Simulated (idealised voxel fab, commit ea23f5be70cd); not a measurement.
Process module heading - voxel transistor to metal
Xsec cut, 265 nm wide, square cell size 5 nm.
A cross-section is a grid of square cells, given in bands from the top down. A band is one or more rows of cells.
Band entry format. Leading values: height of top, height of bottom, nm. Remainder: materials in left-to-right order, each with its width in nm. Special words: "all across" on a single material, which then fills the band edge to edge; "empty", empty space.
We count height from 0. Below that, the starting wafer is all one material. The lowest band never ends at the bottom but goes on down; see "0 down" for how that is written.
Read "30->40" as a graded width: first number on top, second number at the bottom, same change between each pair of neighbouring rows.
The designation "everything unchanged", where it is given for a processing step, indicates that no cell of the cross-section was altered in the course of that step.
Voids not open to the top, 8 cells minimum: see "Closed empty spaces". Written width x height at distance; distance is from the left edge; nm.
The remark found on a step's line after its settings is issued by the simulator itself and pertains to that step.
Each step line may optionally specify "overlay nm", which for a step with a mask gives the rightward distance between the mask's planned place and where it lay, a negative value indicating the leftward direction.
### Listed below are the process steps as planned
1,RECEIVE with material Si
2,OXIDIZE with depth nm 5
3,CONFORMAL_DEP with material SiN, thk nm 15
4,PATTERN with tone cover, mask id ACTIVE, material resist, width nm 105, pitch nm 130, thk nm 20, overlay nm 0
5,DIRECTIONAL_ETCH with etch materials SiN, depth nm 15
6,DIRECTIONAL_ETCH with etch materials SiO2, depth nm 5
7,DIRECTIONAL_ETCH with etch materials Si, depth nm 25
8,STRIP with etch materials resist
9,OXIDIZE with depth nm 5
10,FILL_DEP with material SiO2, thk nm 15
11,CMP with height nm 15
12,SELECTIVE_ETCH with etch materials SiO2, depth nm 10
13,STRIP with etch materials SiN
14,SELECTIVE_ETCH with etch materials SiO2, depth nm 5
15,OXIDIZE with depth nm 5
16,DIRECTIONAL_DEP with material polySi, thk nm 25
17,DIRECTIONAL_DEP with material SiCN, thk nm 10
18,MASKED_ETCH with tone cover, mask id GATE, width nm 25, pitch nm 130, etch materials SiCN, depth nm 20, overlay nm 0
19,MASKED_ETCH with tone cover, mask id GATE, width nm 25, pitch nm 130, etch materials polySi, depth nm 35, overlay nm 0
20,CONFORMAL_DEP with material SiN, thk nm 5
21,DIRECTIONAL_ETCH with etch materials SiN, depth nm 5
22,DIRECTIONAL_ETCH with etch materials SiO2, depth nm 5
23,EPI with material nSi, thk nm 5
24,FILL_DEP with material SiO2, thk nm 5
25,CMP with height nm 30
26,DIRECTIONAL_DEP with material SiO2, thk nm 10
27,MASKED_ETCH with tone open, mask id CONTACT, width nm 15, etch materials SiO2, depth nm 45, overlay nm -10
28,CONFORMAL_DEP with material TiN, thk nm 5
29,FILL_DEP with material Ru, thk nm 10
30,CMP with height nm 40
31,CONFORMAL_DEP with material SiN, thk nm 5
32,DIRECTIONAL_DEP with material SiO2, thk nm 25
33,MASKED_ETCH with tone open, mask id METAL_1, width nm 15, etch materials SiO2, depth nm 25, overlay nm 0
34,MASKED_ETCH with tone open, mask id METAL_1, width nm 15, etch materials SiN, depth nm 5, overlay nm 0
35,CONFORMAL_DEP with material TiN, thk nm 5
36,FILL_DEP with material Ru, thk nm 10
37,CMP with height nm 70
38,EPI with material Ru, thk nm 5
39,FILL_DEP with material SiCN, thk nm 5
The value of overlay nm given for step 27 in the plan refers to the first wafer; the wafers vary in this setting and are alike at the start.
### The first of several wafers, as received after step 1, seen in section
    0 down | Si all across
    Closed empty spaces: none
### Take any row and you have a wafer at the end of the module: how many cells of each material it has gained (+) or lost (-) since it was received, and then its closed voids
overlay nm -10; +72 Ru; -181 Si; +106 SiCN; +73 SiN; +572 SiO2; +128 TiN; +28 nSi; +50 polySi; Closed empty spaces: none
overlay nm -5; +72 Ru; -181 Si; +106 SiCN; +73 SiN; +572 SiO2; +128 TiN; +28 nSi; +50 polySi; Closed empty spaces: none
overlay nm 0; +72 Ru; -181 Si; +106 SiCN; +73 SiN; +572 SiO2; +128 TiN; +28 nSi; +50 polySi; Closed empty spaces: none
overlay nm 5; +72 Ru; -181 Si; +106 SiCN; +73 SiN; +572 SiO2; +128 TiN; +28 nSi; +50 polySi; Closed empty spaces: none
overlay nm 10; +72 Ru; -181 Si; +106 SiCN; +73 SiN; +572 SiO2; +128 TiN; +28 nSi; +50 polySi; Closed empty spaces: none
